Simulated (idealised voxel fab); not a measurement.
Module name: voxel transistor to metal (process module)
Cross-section cut: width 155 nm, square cells of 5 nm.
Square cells in a grid make up a cross-section in this document, and the grid is given as bands, listed from the top down, each one or more rows of cells.
What a band's entry tells you: where the top is and where the bottom is, as heights in nm, and after that what lies inside, material by material from left to right, each with its width in nm. Empty space is written as the word "blank", and a single material marked with the word "throughout" occupies the band from edge to edge.
Where do heights start? At 0: under that level the wafer as delivered is made of one material only. And the lowest band has no floor; it just carries on downward, as in "0 down".
Width "30 to 40": first value at the band's top row of cells, second value at its bottom row, equal change from row to row.
What does "remained unchanged" mean for a step? It means no cell of the cross-section changed in that step.
Voids not open to the top, 8 cells minimum: see "Sealed internal cavities". Written width x height at distance; distance is from the left edge; nm.
Past the settings on a step's line: simulator remark, on that step.
overlay nm: mask offset rightward from planned place, masked step; negative means leftward offset.

-- Planned process steps
1) RECEIVE [material Si]
2) OXIDIZE [depth nm 5]
3) CONFORMAL_DEP [material SiN] [thk nm 15]
4) DIRECTIONAL_DEP [material aC] [thk nm 15]
5) PATTERN [tone cover] [mask id ACTIVE] [material resist] [width nm 120] [thk nm 30] [overlay nm 0]
6) DIRECTIONAL_ETCH [etch materials aC] [depth nm 15]
7) STRIP [etch materials resist]
8) DIRECTIONAL_ETCH [etch materials SiN] [depth nm 15]
9) DIRECTIONAL_ETCH [etch materials SiO2] [depth nm 5]
10) DIRECTIONAL_ETCH [etch materials Si] [depth nm 35]
11) STRIP [etch materials aC]
12) FILL_DEP [material SiO2] [thk nm 15]
13) CMP [height nm 15]
14) SELECTIVE_ETCH [etch materials SiO2] [depth nm 5]
15) STRIP [etch materials SiN]
16) SELECTIVE_ETCH [etch materials SiO2] [depth nm 5]
17) OXIDIZE [depth nm 5]
18) DIRECTIONAL_DEP [material polySi] [thk nm 20]
19) DIRECTIONAL_DEP [material SiCN] [thk nm 10]
20) MASKED_ETCH [tone cover] [mask id GATE] [width nm 30] [etch materials SiCN] [depth nm 20] [overlay nm 0]
21) MASKED_ETCH [tone cover] [mask id GATE] [width nm 30] [etch materials polySi] [depth nm 30] [overlay nm 0]
22) CONFORMAL_DEP [material SiO2] [thk nm 5]
23) DIRECTIONAL_ETCH [etch materials SiO2] [depth nm 5]
24) CONFORMAL_DEP [material SiN] [thk nm 10]
25) DIRECTIONAL_ETCH [etch materials SiN] [depth nm 10]
26) DIRECTIONAL_ETCH [etch materials SiO2] [depth nm 5]
27) DIRECTIONAL_ETCH [etch materials Si] [depth nm 15]
28) EPI [material SiGe] [thk nm 15]
29) FILL_DEP [material SiO2] [thk nm 10]
30) CMP [height nm 15]
31) STRIP [etch materials polySi]
32) SELECTIVE_ETCH [etch materials SiO2] [depth nm 5]
33) CONFORMAL_DEP [material HfO2] [thk nm 5]
34) CONFORMAL_DEP [material TiN] [thk nm 5]
35) FILL_DEP [material W] [thk nm 10]
36) CMP [height nm 10]
37) DIRECTIONAL_DEP [material SiO2] [thk nm 15]
38) DIRECTIONAL_DEP [material aC] [thk nm 15]
39) PATTERN [tone open] [mask id CONTACT] [material resist] [width nm 20] [pitch nm 80] [thk nm 30] [overlay nm 0]
40) DIRECTIONAL_ETCH [etch materials aC] [depth nm 15]
41) STRIP [etch materials resist]
42) DIRECTIONAL_ETCH [etch materials SiO2] [depth nm 20]
43) STRIP [etch materials aC]
44) CONFORMAL_DEP [material TiN] [thk nm 5]
45) FILL_DEP [material W] [thk nm 5]
46) CMP [height nm 25]
47) DIRECTIONAL_DEP [material TiN] [thk nm 5]
48) DIRECTIONAL_DEP [material W] [thk nm 15]
49) MASKED_ETCH [tone cover] [mask id METAL_1] [width nm 20] [pitch nm 80] [etch materials W] [depth nm 15] [overlay nm 0]
50) MASKED_ETCH [tone cover] [mask id METAL_1] [width nm 20] [pitch nm 80] [etch materials TiN] [depth nm 5] [overlay nm 0]
51) FILL_DEP [material SiO2] [thk nm 5]
52) CMP [height nm 45]
53) CONFORMAL_DEP [material SiCN] [thk nm 5]

-- The following pertains to the first of two wafers, which was processed as planned

-- as received, after step 1
	0 down = Si throughout
	Sealed internal cavities: none

-- After step 2: wafer cross-section
	0 to -5 = SiO2 throughout
	At heights below -5, the structure remains unaltered.

-- After step 3: wafer cross-section
	15 to 0 = SiN throughout
	At heights below 0, the structure remains unaltered.

-- After step 4: wafer cross-section
	30 to 15 = aC throughout
	At heights below 15, the structure remains unaltered.

-- After step 5: wafer cross-section
	60 to 30 = 15 nm blank  120 nm resist  20 nm blank
	At heights below 30, the structure remains unaltered.

-- After step 6: wafer cross-section
	45 to 30 = 15 nm blank  120 nm resist  20 nm blank
	30 to 15 = 15 nm blank  120 nm aC  20 nm blank
	At heights below 15, the structure remains unaltered.

-- After step 7: wafer cross-section
	30 to 15 = 15 nm blank  120 nm aC  20 nm blank
	At heights below 15, the structure remains unaltered.

-- After step 8: wafer cross-section
	30 to 15 = 15 nm blank  120 nm aC  20 nm blank
	15 to 0 = 15 nm blank  120 nm SiN  20 nm blank
	At heights below 0, the structure remains unaltered.

-- After step 9: wafer cross-section
	30 to 15 = 15 nm blank  120 nm aC  20 nm blank
	15 to 0 = 15 nm blank  120 nm SiN  20 nm blank
	0 to -5 = 15 nm blank  120 nm SiO2  20 nm blank
	At heights below -5, the structure remains unaltered.

-- After step 10: wafer cross-section
	30 to 15 = 15 nm blank  120 nm aC  20 nm blank
	15 to 0 = 15 nm blank  120 nm SiN  20 nm blank
	0 to -5 = 15 nm blank  120 nm SiO2  20 nm blank
	-5 to -40 = 15 nm blank  120 nm Si  20 nm blank
	At heights below -40, the structure remains unaltered.

-- After step 11: wafer cross-section
	15 to 0 = 15 nm blank  120 nm SiN  20 nm blank
	At heights below 0, the structure remains unaltered.

-- After step 12: wafer cross-section
	30 to 15 = SiO2 throughout
	15 to 0 = 15 nm SiO2  120 nm SiN  20 nm SiO2
	0 to -5 = SiO2 throughout
	-5 to -40 = 15 nm SiO2  120 nm Si  20 nm SiO2
	At heights below -40, the structure remains unaltered.

-- After step 13: wafer cross-section
	15 to 0 = 15 nm SiO2  120 nm SiN  20 nm SiO2
	At heights below 0, the structure remains unaltered.

-- After step 14: wafer cross-section
	15 to 10 = 15 nm blank  120 nm SiN  20 nm blank
	At heights below 10, the structure remains unaltered.

-- After step 15: wafer cross-section
	10 to 0 = 15 nm SiO2  120 nm blank  20 nm SiO2
	At heights below 0, the structure remains unaltered.

-- After step 16: wafer cross-section
	5 to -5 = 10 nm SiO2  130 nm blank  15 nm SiO2
	At heights below -5, the structure remains unaltered.

-- After step 17: wafer cross-section
	5 to -5 = 10 nm SiO2  130 nm blank  15 nm SiO2
	-5 to -10 = SiO2 throughout
	At heights below -10, the structure remains unaltered.

-- After step 18: wafer cross-section
	25 to 15 = 10 nm polySi  130 nm blank  15 nm polySi
	15 to 5 = polySi throughout
	5 to -5 = 10 nm SiO2  130 nm polySi  15 nm SiO2
	At heights below -5, the structure remains unaltered.

-- After step 19: wafer cross-section
	35 to 25 = 10 nm SiCN  130 nm blank  15 nm SiCN
	25 to 15 = 10 nm polySi  130 nm SiCN  15 nm polySi
	At heights below 15, the structure remains unaltered.

-- After step 20: wafer cross-section
	25 to 15 = 10 nm polySi  50 nm blank  30 nm SiCN  50 nm blank  15 nm polySi
	At heights below 15, the structure remains unaltered.

-- After step 21: wafer cross-section
	25 to 15 = 60 nm blank  30 nm SiCN  65 nm blank
	15 to 5 = 60 nm blank  30 nm polySi  65 nm blank
	5 to -5 = 10 nm SiO2  50 nm blank  30 nm polySi  50 nm blank  15 nm SiO2
	At heights below -5, the structure remains unaltered.

-- After step 22: wafer cross-section
	30 to 25 = 55 nm blank  40 nm SiO2  60 nm blank
	25 to 15 = 55 nm blank  5 nm SiO2  30 nm SiCN  5 nm SiO2  60 nm blank
	15 to 10 = 55 nm blank  5 nm SiO2  30 nm polySi  5 nm SiO2  60 nm blank
	10 to 0 = 15 nm SiO2  40 nm blank  5 nm SiO2  30 nm polySi  5 nm SiO2  40 nm blank  20 nm SiO2
	0 to -5 = 60 nm SiO2  30 nm polySi  65 nm SiO2
	At heights below -5, the structure remains unaltered.

-- After step 23: wafer cross-section
	25 to 15 = 55 nm blank  5 nm SiO2  30 nm SiCN  5 nm SiO2  60 nm blank
	15 to 5 = 55 nm blank  5 nm SiO2  30 nm polySi  5 nm SiO2  60 nm blank
	5 to -5 = 15 nm SiO2  40 nm blank  5 nm SiO2  30 nm polySi  5 nm SiO2  40 nm blank  20 nm SiO2
	At heights below -5, the structure remains unaltered.

-- After step 24: wafer cross-section
	35 to 25 = 45 nm blank  60 nm SiN  50 nm blank
	25 to 15 = 45 nm blank  10 nm SiN  5 nm SiO2  30 nm SiCN  5 nm SiO2  10 nm SiN  50 nm blank
	15 to 5 = 25 nm SiN  20 nm blank  10 nm SiN  5 nm SiO2  30 nm polySi  5 nm SiO2  10 nm SiN  20 nm blank  30 nm SiN
	5 to -5 = 15 nm SiO2  40 nm SiN  5 nm SiO2  30 nm polySi  5 nm SiO2  40 nm SiN  20 nm SiO2
	At heights below -5, the structure remains unaltered.

-- After step 25: wafer cross-section
	25 to 15 = 45 nm blank  10 nm SiN  5 nm SiO2  30 nm SiCN  5 nm SiO2  10 nm SiN  50 nm blank
	15 to 5 = 45 nm blank  10 nm SiN  5 nm SiO2  30 nm polySi  5 nm SiO2  10 nm SiN  50 nm blank
	5 to -5 = 15 nm SiO2  10 nm SiN  20 nm blank  10 nm SiN  5 nm SiO2  30 nm polySi  5 nm SiO2  10 nm SiN  20 nm blank  10 nm SiN  20 nm SiO2
	At heights below -5, the structure remains unaltered.

-- After step 26: wafer cross-section
	25 to 20 = 45 nm blank  10 nm SiN  5 nm blank  30 nm SiCN  5 nm blank  10 nm SiN  50 nm blank
	20 to 15 = 45 nm blank  10 nm SiN  5 nm SiO2  30 nm SiCN  5 nm SiO2  10 nm SiN  50 nm blank
	15 to 5 = 45 nm blank  10 nm SiN  5 nm SiO2  30 nm polySi  5 nm SiO2  10 nm SiN  50 nm blank
	5 to 0 = 15 nm blank  10 nm SiN  20 nm blank  10 nm SiN  5 nm SiO2  30 nm polySi  5 nm SiO2  10 nm SiN  20 nm blank  10 nm SiN  20 nm blank
	0 to -5 = 15 nm SiO2  10 nm SiN  20 nm blank  10 nm SiN  5 nm SiO2  30 nm polySi  5 nm SiO2  10 nm SiN  20 nm blank  10 nm SiN  20 nm SiO2
	-5 to -10 = 25 nm SiO2  20 nm blank  60 nm SiO2  20 nm blank  30 nm SiO2
	At heights below -10, the structure remains unaltered.

-- After step 27: wafer cross-section
	25 to 20 = 45 nm blank  10 nm SiN  5 nm blank  30 nm SiCN  5 nm blank  10 nm SiN  50 nm blank
	20 to 15 = 45 nm blank  10 nm SiN  5 nm SiO2  30 nm SiCN  5 nm SiO2  10 nm SiN  50 nm blank
	15 to 5 = 45 nm blank  10 nm SiN  5 nm SiO2  30 nm polySi  5 nm SiO2  10 nm SiN  50 nm blank
	5 to 0 = 15 nm blank  10 nm SiN  20 nm blank  10 nm SiN  5 nm SiO2  30 nm polySi  5 nm SiO2  10 nm SiN  20 nm blank  10 nm SiN  20 nm blank
	0 to -5 = 15 nm SiO2  10 nm SiN  20 nm blank  10 nm SiN  5 nm SiO2  30 nm polySi  5 nm SiO2  10 nm SiN  20 nm blank  10 nm SiN  20 nm SiO2
	-5 to -10 = 25 nm SiO2  20 nm blank  60 nm SiO2  20 nm blank  30 nm SiO2
	-10 to -25 = 15 nm SiO2  10 nm Si  20 nm blank  60 nm Si  20 nm blank  10 nm Si  20 nm SiO2
	At heights below -25, the structure remains unaltered.

-- After step 28: wafer cross-section
	25 to 20 = 45 nm blank  10 nm SiN  5 nm blank  30 nm SiCN  5 nm blank  10 nm SiN  50 nm blank
	20 to 15 = 45 nm blank  10 nm SiN  5 nm SiO2  30 nm SiCN  5 nm SiO2  10 nm SiN  50 nm blank
	15 to 5 = 45 nm blank  10 nm SiN  5 nm SiO2  30 nm polySi  5 nm SiO2  10 nm SiN  50 nm blank
	5 to 0 = 15 nm blank  10 nm SiN  20 nm SiGe  10 nm SiN  5 nm SiO2  30 nm polySi  5 nm SiO2  10 nm SiN  20 nm SiGe  10 nm SiN  20 nm blank
	0 to -5 = 15 nm SiO2  10 nm SiN  20 nm SiGe  10 nm SiN  5 nm SiO2  30 nm polySi  5 nm SiO2  10 nm SiN  20 nm SiGe  10 nm SiN  20 nm SiO2
	-5 to -10 = 25 nm SiO2  20 nm SiGe  60 nm SiO2  20 nm SiGe  30 nm SiO2
	-10 to -25 = 15 nm SiO2  10 nm Si  20 nm SiGe  60 nm Si  20 nm SiGe  10 nm Si  20 nm SiO2
	At heights below -25, the structure remains unaltered.

-- After step 29: wafer cross-section
	35 to 25 = SiO2 throughout
	25 to 15 = 45 nm SiO2  10 nm SiN  5 nm SiO2  30 nm SiCN  5 nm SiO2  10 nm SiN  50 nm SiO2
	15 to 5 = 45 nm SiO2  10 nm SiN  5 nm SiO2  30 nm polySi  5 nm SiO2  10 nm SiN  50 nm SiO2
	5 to -5 = 15 nm SiO2  10 nm SiN  20 nm SiGe  10 nm SiN  5 nm SiO2  30 nm polySi  5 nm SiO2  10 nm SiN  20 nm SiGe  10 nm SiN  20 nm SiO2
	At heights below -5, the structure remains unaltered.

-- After step 30: wafer cross-section
	15 to 5 = 45 nm SiO2  10 nm SiN  5 nm SiO2  30 nm polySi  5 nm SiO2  10 nm SiN  50 nm SiO2
	At heights below 5, the structure remains unaltered.

-- After step 31: wafer cross-section
	15 to 5 = 45 nm SiO2  10 nm SiN  5 nm SiO2  30 nm blank  5 nm SiO2  10 nm SiN  50 nm SiO2
	5 to -5 = 15 nm SiO2  10 nm SiN  20 nm SiGe  10 nm SiN  5 nm SiO2  30 nm blank  5 nm SiO2  10 nm SiN  20 nm SiGe  10 nm SiN  20 nm SiO2
	At heights below -5, the structure remains unaltered.

-- After step 32: wafer cross-section
	15 to 10 = 45 nm blank  10 nm SiN  40 nm blank  10 nm SiN  50 nm blank
	10 to 5 = 45 nm SiO2  10 nm SiN  40 nm blank  10 nm SiN  50 nm SiO2
	5 to -5 = 15 nm SiO2  10 nm SiN  20 nm SiGe  10 nm SiN  40 nm blank  10 nm SiN  20 nm SiGe  10 nm SiN  20 nm SiO2
	-5 to -10 = 25 nm SiO2  20 nm SiGe  10 nm SiO2  40 nm blank  10 nm SiO2  20 nm SiGe  30 nm SiO2
	At heights below -10, the structure remains unaltered.

-- After step 33: wafer cross-section
	20 to 15 = 40 nm blank  20 nm HfO2  30 nm blank  20 nm HfO2  45 nm blank
	15 to 10 = 45 nm HfO2  10 nm SiN  5 nm HfO2  30 nm blank  5 nm HfO2  10 nm SiN  50 nm HfO2
	10 to 5 = 45 nm SiO2  10 nm SiN  5 nm HfO2  30 nm blank  5 nm HfO2  10 nm SiN  50 nm SiO2
	5 to -5 = 15 nm SiO2  10 nm SiN  20 nm SiGe  10 nm SiN  5 nm HfO2  30 nm blank  5 nm HfO2  10 nm SiN  20 nm SiGe  10 nm SiN  20 nm SiO2
	-5 to -10 = 25 nm SiO2  20 nm SiGe  10 nm SiO2  40 nm HfO2  10 nm SiO2  20 nm SiGe  30 nm SiO2
	At heights below -10, the structure remains unaltered.

-- After step 34: wafer cross-section
	25 to 20 = 35 nm blank  30 nm TiN  20 nm blank  30 nm TiN  40 nm blank
	20 to 15 = 40 nm TiN  20 nm HfO2  5 nm TiN  20 nm blank  5 nm TiN  20 nm HfO2  45 nm TiN
	15 to 10 = 45 nm HfO2  10 nm SiN  5 nm HfO2  5 nm TiN  20 nm blank  5 nm TiN  5 nm HfO2  10 nm SiN  50 nm HfO2
	10 to 5 = 45 nm SiO2  10 nm SiN  5 nm HfO2  5 nm TiN  20 nm blank  5 nm TiN  5 nm HfO2  10 nm SiN  50 nm SiO2
	5 to 0 = 15 nm SiO2  10 nm SiN  20 nm SiGe  10 nm SiN  5 nm HfO2  5 nm TiN  20 nm blank  5 nm TiN  5 nm HfO2  10 nm SiN  20 nm SiGe  10 nm SiN  20 nm SiO2
	0 to -5 = 15 nm SiO2  10 nm SiN  20 nm SiGe  10 nm SiN  5 nm HfO2  30 nm TiN  5 nm HfO2  10 nm SiN  20 nm SiGe  10 nm SiN  20 nm SiO2
	At heights below -5, the structure remains unaltered.

-- After step 35: wafer cross-section
	35 to 25 = W throughout
	25 to 20 = 35 nm W  30 nm TiN  20 nm W  30 nm TiN  40 nm W
	20 to 15 = 40 nm TiN  20 nm HfO2  5 nm TiN  20 nm W  5 nm TiN  20 nm HfO2  45 nm TiN
	15 to 10 = 45 nm HfO2  10 nm SiN  5 nm HfO2  5 nm TiN  20 nm W  5 nm TiN  5 nm HfO2  10 nm SiN  50 nm HfO2
	10 to 5 = 45 nm SiO2  10 nm SiN  5 nm HfO2  5 nm TiN  20 nm W  5 nm TiN  5 nm HfO2  10 nm SiN  50 nm SiO2
	5 to 0 = 15 nm SiO2  10 nm SiN  20 nm SiGe  10 nm SiN  5 nm HfO2  5 nm TiN  20 nm W  5 nm TiN  5 nm HfO2  10 nm SiN  20 nm SiGe  10 nm SiN  20 nm SiO2
	At heights below 0, the structure remains unaltered.

-- After step 36: wafer cross-section
	10 to 5 = 45 nm SiO2  10 nm SiN  5 nm HfO2  5 nm TiN  20 nm W  5 nm TiN  5 nm HfO2  10 nm SiN  50 nm SiO2
	At heights below 5, the structure remains unaltered.

-- After step 37: wafer cross-section
	25 to 10 = SiO2 throughout
	At heights below 10, the structure remains unaltered.

-- After step 38: wafer cross-section
	40 to 25 = aC throughout
	At heights below 25, the structure remains unaltered.

-- After step 39: wafer cross-section
	70 to 40 = 25 nm resist  20 nm blank  60 nm resist  20 nm blank  30 nm resist
	At heights below 40, the structure remains unaltered.

-- After step 40: wafer cross-section
	55 to 40 = 25 nm resist  20 nm blank  60 nm resist  20 nm blank  30 nm resist
	40 to 25 = 25 nm aC  20 nm blank  60 nm aC  20 nm blank  30 nm aC
	At heights below 25, the structure remains unaltered.

-- After step 41: wafer cross-section
	40 to 25 = 25 nm aC  20 nm blank  60 nm aC  20 nm blank  30 nm aC
	At heights below 25, the structure remains unaltered.

-- After step 42: wafer cross-section
	40 to 25 = 25 nm aC  20 nm blank  60 nm aC  20 nm blank  30 nm aC
	25 to 10 = 25 nm SiO2  20 nm blank  60 nm SiO2  20 nm blank  30 nm SiO2
	10 to 5 = 25 nm SiO2  20 nm blank  10 nm SiN  5 nm HfO2  5 nm TiN  20 nm W  5 nm TiN  5 nm HfO2  10 nm SiN  20 nm blank  30 nm SiO2
	At heights below 5, the structure remains unaltered.

-- After step 43: wafer cross-section
	25 to 10 = 25 nm SiO2  20 nm blank  60 nm SiO2  20 nm blank  30 nm SiO2
	At heights below 10, the structure remains unaltered.

-- After step 44: wafer cross-section
	30 to 25 = 30 nm TiN  10 nm blank  70 nm TiN  10 nm blank  35 nm TiN
	25 to 10 = 25 nm SiO2  5 nm TiN  10 nm blank  5 nm TiN  60 nm SiO2  5 nm TiN  10 nm blank  5 nm TiN  30 nm SiO2
	10 to 5 = 25 nm SiO2  20 nm TiN  10 nm SiN  5 nm HfO2  5 nm TiN  20 nm W  5 nm TiN  5 nm HfO2  10 nm SiN  20 nm TiN  30 nm SiO2
	At heights below 5, the structure remains unaltered.

-- After step 45: wafer cross-section
	35 to 30 = W throughout
	30 to 25 = 30 nm TiN  10 nm W  70 nm TiN  10 nm W  35 nm TiN
	25 to 10 = 25 nm SiO2  5 nm TiN  10 nm W  5 nm TiN  60 nm SiO2  5 nm TiN  10 nm W  5 nm TiN  30 nm SiO2
	At heights below 10, the structure remains unaltered.

-- After step 46: wafer cross-section
	25 to 10 = 25 nm SiO2  5 nm TiN  10 nm W  5 nm TiN  60 nm SiO2  5 nm TiN  10 nm W  5 nm TiN  30 nm SiO2
	At heights below 10, the structure remains unaltered.

-- After step 47: wafer cross-section
	30 to 25 = TiN throughout
	At heights below 25, the structure remains unaltered.

-- After step 48: wafer cross-section
	45 to 30 = W throughout
	At heights below 30, the structure remains unaltered.

-- After step 49: wafer cross-section
	45 to 30 = 25 nm blank  20 nm W  60 nm blank  20 nm W  30 nm blank
	At heights below 30, the structure remains unaltered.

-- After step 50: wafer cross-section
	45 to 30 = 25 nm blank  20 nm W  60 nm blank  20 nm W  30 nm blank
	30 to 25 = 25 nm blank  20 nm TiN  60 nm blank  20 nm TiN  30 nm blank
	At heights below 25, the structure remains unaltered.

-- After step 51: wafer cross-section
	50 to 45 = SiO2 throughout
	45 to 30 = 25 nm SiO2  20 nm W  60 nm SiO2  20 nm W  30 nm SiO2
	30 to 25 = 25 nm SiO2  20 nm TiN  60 nm SiO2  20 nm TiN  30 nm SiO2
	At heights below 25, the structure remains unaltered.

-- After step 52: wafer cross-section
	45 to 30 = 25 nm SiO2  20 nm W  60 nm SiO2  20 nm W  30 nm SiO2
	At heights below 30, the structure remains unaltered.

-- After step 53: wafer cross-section
	50 to 45 = SiCN throughout
	At heights below 45, the structure remains unaltered.

-- The remaining wafer, second of the two, started like the first and was run to the same plan, except that one mistake was made along the way; the two coincide through step 38, inclusive

-- Second wafer, cut view, end of step 39 per plan
	70 to 40 = 20 nm resist  30 nm blank  50 nm resist  30 nm blank  25 nm resist
	At heights below 40, the structure remains unaltered.

-- Second wafer, cut view, end of step 40 per plan
	55 to 40 = 20 nm resist  30 nm blank  50 nm resist  30 nm blank  25 nm resist
	40 to 25 = 20 nm aC  30 nm blank  50 nm aC  30 nm blank  25 nm aC
	At heights below 25, the structure remains unaltered.

-- Second wafer, cut view, end of step 41 per plan
	40 to 25 = 20 nm aC  30 nm blank  50 nm aC  30 nm blank  25 nm aC
	At heights below 25, the structure remains unaltered.

-- Second wafer, cut view, end of step 42 per plan
	40 to 25 = 20 nm aC  30 nm blank  50 nm aC  30 nm blank  25 nm aC
	25 to 10 = 20 nm SiO2  30 nm blank  50 nm SiO2  30 nm blank  25 nm SiO2
	10 to 5 = 20 nm SiO2  25 nm blank  10 nm SiN  5 nm HfO2  5 nm TiN  20 nm W  5 nm TiN  5 nm HfO2  10 nm SiN  25 nm blank  25 nm SiO2
	At heights below 5, the structure remains unaltered.

-- Second wafer, cut view, end of step 43 per plan
	25 to 10 = 20 nm SiO2  30 nm blank  50 nm SiO2  30 nm blank  25 nm SiO2
	At heights below 10, the structure remains unaltered.

-- Second wafer, cut view, end of step 44 per plan
	30 to 25 = 25 nm TiN  20 nm blank  60 nm TiN  20 nm blank  30 nm TiN
	25 to 15 = 20 nm SiO2  5 nm TiN  20 nm blank  5 nm TiN  50 nm SiO2  5 nm TiN  20 nm blank  5 nm TiN  25 nm SiO2
	15 to 10 = 20 nm SiO2  5 nm TiN  15 nm blank  10 nm TiN  50 nm SiO2  10 nm TiN  15 nm blank  5 nm TiN  25 nm SiO2
	10 to 5 = 20 nm SiO2  25 nm TiN  10 nm SiN  5 nm HfO2  5 nm TiN  20 nm W  5 nm TiN  5 nm HfO2  10 nm SiN  25 nm TiN  25 nm SiO2
	At heights below 5, the structure remains unaltered.

-- Second wafer, cut view, end of step 45 per plan
	35 to 30 = W throughout
	30 to 25 = 25 nm TiN  20 nm W  60 nm TiN  20 nm W  30 nm TiN
	25 to 15 = 20 nm SiO2  5 nm TiN  20 nm W  5 nm TiN  50 nm SiO2  5 nm TiN  20 nm W  5 nm TiN  25 nm SiO2
	15 to 10 = 20 nm SiO2  5 nm TiN  15 nm W  10 nm TiN  50 nm SiO2  10 nm TiN  15 nm W  5 nm TiN  25 nm SiO2
	At heights below 10, the structure remains unaltered.

-- Second wafer, cut view, end of step 46 per plan
	25 to 15 = 20 nm SiO2  5 nm TiN  20 nm W  5 nm TiN  50 nm SiO2  5 nm TiN  20 nm W  5 nm TiN  25 nm SiO2
	At heights below 15, the structure remains unaltered.

-- Second wafer, cut view, end of step 47 per plan
	30 to 25 = TiN throughout
	At heights below 25, the structure remains unaltered.

-- Second wafer, cut view, end of step 48 per plan
	45 to 30 = W throughout
	At heights below 30, the structure remains unaltered.

-- Second wafer, cut view, end of step 49 per plan
	45 to 30 = 25 nm blank  20 nm W  60 nm blank  20 nm W  30 nm blank
	At heights below 30, the structure remains unaltered.

-- Second wafer, cut view, end of step 50 per plan
	45 to 30 = 25 nm blank  20 nm W  60 nm blank  20 nm W  30 nm blank
	30 to 25 = 25 nm blank  20 nm TiN  60 nm blank  20 nm TiN  30 nm blank
	At heights below 25, the structure remains unaltered.

-- Second wafer, cut view, end of step 51 per plan
	50 to 45 = SiO2 throughout
	45 to 30 = 25 nm SiO2  20 nm W  60 nm SiO2  20 nm W  30 nm SiO2
	30 to 25 = 25 nm SiO2  20 nm TiN  60 nm SiO2  20 nm TiN  30 nm SiO2
	At heights below 25, the structure remains unaltered.

-- Second wafer, cut view, end of step 52 per plan
	45 to 30 = 25 nm SiO2  20 nm W  60 nm SiO2  20 nm W  30 nm SiO2
	At heights below 30, the structure remains unaltered.

-- Second wafer, cut view, end of step 53 per plan
	50 to 45 = SiCN throughout
	At heights below 45, the structure remains unaltered.
Where did the run depart from the plan? in deviation from the planned setting, step 39 was conducted as PATTERN [tone open] [mask id CONTACT] [material resist] [width nm 30] [pitch nm 80] [thk nm 30] [overlay nm 0]
Counted in cells at the end, the second wafer holds more or fewer of these materials than the first: -14 SiO2, +4 TiN, +10 W
